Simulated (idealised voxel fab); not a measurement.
Name of the process module below: voxel fin reveal
145 nm wide, 5 nm square cells: that's cross-section cut.
The cross-sections in this document take the form of a grid made of square cells. They are written out as bands, in order from top to bottom. Each band consists of one or more rows of cells.
Band entry format. Leading values: height of top, height of bottom, nm. Remainder: materials in left-to-right order, each with its width in nm. Special words: "everywhere" on a single material, which then fills the band edge to edge; "blank", empty space.
Basically, 0 is our baseline, since under it the wafer straight out of the box is all one material. The bottom band has no lower end and keeps on going down, so it looks like "z 0 and below".
Graded width ("30 to 40"): value in top row of band = first number; value in bottom row = second number; row-to-row change constant.
Reading "changes: none" for a step: not a cell of the cross-section changed in it.
Entry "closed voids" = empty spaces >= 8 cells with no open way to the top; each as width x height at distance, distance from left edge, all nm.
Heads up: the bit after the settings on a step's line is the simulator's remark on that step.
The optional step-line setting "overlay nm" applies to steps with a mask and quantifies how far to the right of its planned location the mask lay, a negative value indicating leftward placement.
### So here's the lineup of process steps we planned
1) op RECEIVE | material Si
2) op CONFORMAL_DEP | material SiN | thk nm 10
3) op PATTERN | tone cover | mask id FINS | material resist | width nm 15 | pitch nm 40 | thk nm 20 | overlay nm 0
4) op DIRECTIONAL_ETCH | etch materials SiN | depth nm 10
5) op DIRECTIONAL_ETCH | etch materials Si | depth nm 35
6) op STRIP | etch materials resist
7) op FILL_DEP | material SiO2 | thk nm 5
8) op CMP | height nm 10
9) op SELECTIVE_ETCH | etch materials SiO2 | depth nm 20
10) op STRIP | etch materials SiN
11) op CONFORMAL_DEP | material HfO2 | thk nm 5
### The first of the two wafers, which ran as planned
### Cross-section of the wafer at receipt, which is the condition after step 1
	z 0 and below | Si everywhere
	closed voids: none
### You're looking at a cross-section of the wafer after step 2
	z 10 to 0 | SiN everywhere
	Below 0, no change.
### You're looking at a cross-section of the wafer after step 3
	z 30 to 10 | 45 blank  15 resist  25 blank  15 resist  45 blank
	Below 10, no change.
### You're looking at a cross-section of the wafer after step 4
	z 30 to 10 | 45 blank  15 resist  25 blank  15 resist  45 blank
	z 10 to 0 | 45 blank  15 SiN  25 blank  15 SiN  45 blank
	Below 0, no change.
### You're looking at a cross-section of the wafer after step 5
	z 30 to 10 | 45 blank  15 resist  25 blank  15 resist  45 blank
	z 10 to 0 | 45 blank  15 SiN  25 blank  15 SiN  45 blank
	z 0 to -35 | 45 blank  15 Si  25 blank  15 Si  45 blank
	Below -35, no change.
### You're looking at a cross-section of the wafer after step 6
	z 10 to 0 | 45 blank  15 SiN  25 blank  15 SiN  45 blank
	Below 0, no change.
### You're looking at a cross-section of the wafer after step 7
	z 15 to 10 | SiO2 everywhere
	z 10 to 0 | 45 SiO2  15 SiN  25 SiO2  15 SiN  45 SiO2
	z 0 to -35 | 45 SiO2  15 Si  25 SiO2  15 Si  45 SiO2
	Below -35, no change.
### You're looking at a cross-section of the wafer after step 8
	z 10 to 0 | 45 SiO2  15 SiN  25 SiO2  15 SiN  45 SiO2
	Below 0, no change.
### You're looking at a cross-section of the wafer after step 9
	z 10 to 0 | 45 blank  15 SiN  25 blank  15 SiN  45 blank
	z 0 to -10 | 45 blank  15 Si  25 blank  15 Si  45 blank
	Below -10, no change.
### You're looking at a cross-section of the wafer after step 10
	z 0 to -10 | 45 blank  15 Si  25 blank  15 Si  45 blank
	Below -10, no change.
### You're looking at a cross-section of the wafer after step 11
	z 5 to 0 | 40 blank  25 HfO2  15 blank  25 HfO2  40 blank
	z 0 to -5 | 40 blank  5 HfO2  15 Si  5 HfO2  15 blank  5 HfO2  15 Si  5 HfO2  40 blank
	z -5 to -10 | 45 HfO2  15 Si  25 HfO2  15 Si  45 HfO2
	Below -10, no change.
### Here the second wafer is described. Its start and its plan were those of the first wafer. Its run contained one mistake. Up to and including step 2, it did exactly what the first wafer did
### Second wafer, sectioned view, at step 3's planned end time
	z 30 to 10 | 45 blank  20 resist  20 blank  20 resist  40 blank
	Below 10, no change.
### Second wafer, sectioned view, at step 4's planned end time
	z 30 to 10 | 45 blank  20 resist  20 blank  20 resist  40 blank
	z 10 to 0 | 45 blank  20 SiN  20 blank  20 SiN  40 blank
	Below 0, no change.
### Second wafer, sectioned view, at step 5's planned end time
	z 30 to 10 | 45 blank  20 resist  20 blank  20 resist  40 blank
	z 10 to 0 | 45 blank  20 SiN  20 blank  20 SiN  40 blank
	z 0 to -35 | 45 blank  20 Si  20 blank  20 Si  40 blank
	Below -35, no change.
### Second wafer, sectioned view, at step 6's planned end time
	z 10 to 0 | 45 blank  20 SiN  20 blank  20 SiN  40 blank
	Below 0, no change.
### Second wafer, sectioned view, at step 7's planned end time
	z 15 to 10 | SiO2 everywhere
	z 10 to 0 | 45 SiO2  20 SiN  20 SiO2  20 SiN  40 SiO2
	z 0 to -35 | 45 SiO2  20 Si  20 SiO2  20 Si  40 SiO2
	Below -35, no change.
### Second wafer, sectioned view, at step 8's planned end time
	z 10 to 0 | 45 SiO2  20 SiN  20 SiO2  20 SiN  40 SiO2
	Below 0, no change.
### Second wafer, sectioned view, at step 9's planned end time
	z 10 to 0 | 45 blank  20 SiN  20 blank  20 SiN  40 blank
	z 0 to -10 | 45 blank  20 Si  20 blank  20 Si  40 blank
	Below -10, no change.
### Second wafer, sectioned view, at step 10's planned end time
	z 0 to -10 | 45 blank  20 Si  20 blank  20 Si  40 blank
	Below -10, no change.
### Second wafer, sectioned view, at step 11's planned end time
	z 5 to 0 | 40 blank  30 HfO2  10 blank  30 HfO2  35 blank
	z 0 to -5 | 40 blank  5 HfO2  20 Si  5 HfO2  10 blank  5 HfO2  20 Si  5 HfO2  35 blank
	z -5 to -10 | 45 HfO2  20 Si  20 HfO2  20 Si  40 HfO2
	Below -10, no change.
Against the plan, the run slipped here: step 3 did not happen as planned, as run it was op PATTERN | tone cover | mask id FINS | material resist | width nm 20 | pitch nm 40 | thk nm 20 | overlay nm 0
FYI, end of process, the second wafer has more or fewer cells of some materials than the first: Si +14; SiO2 -10
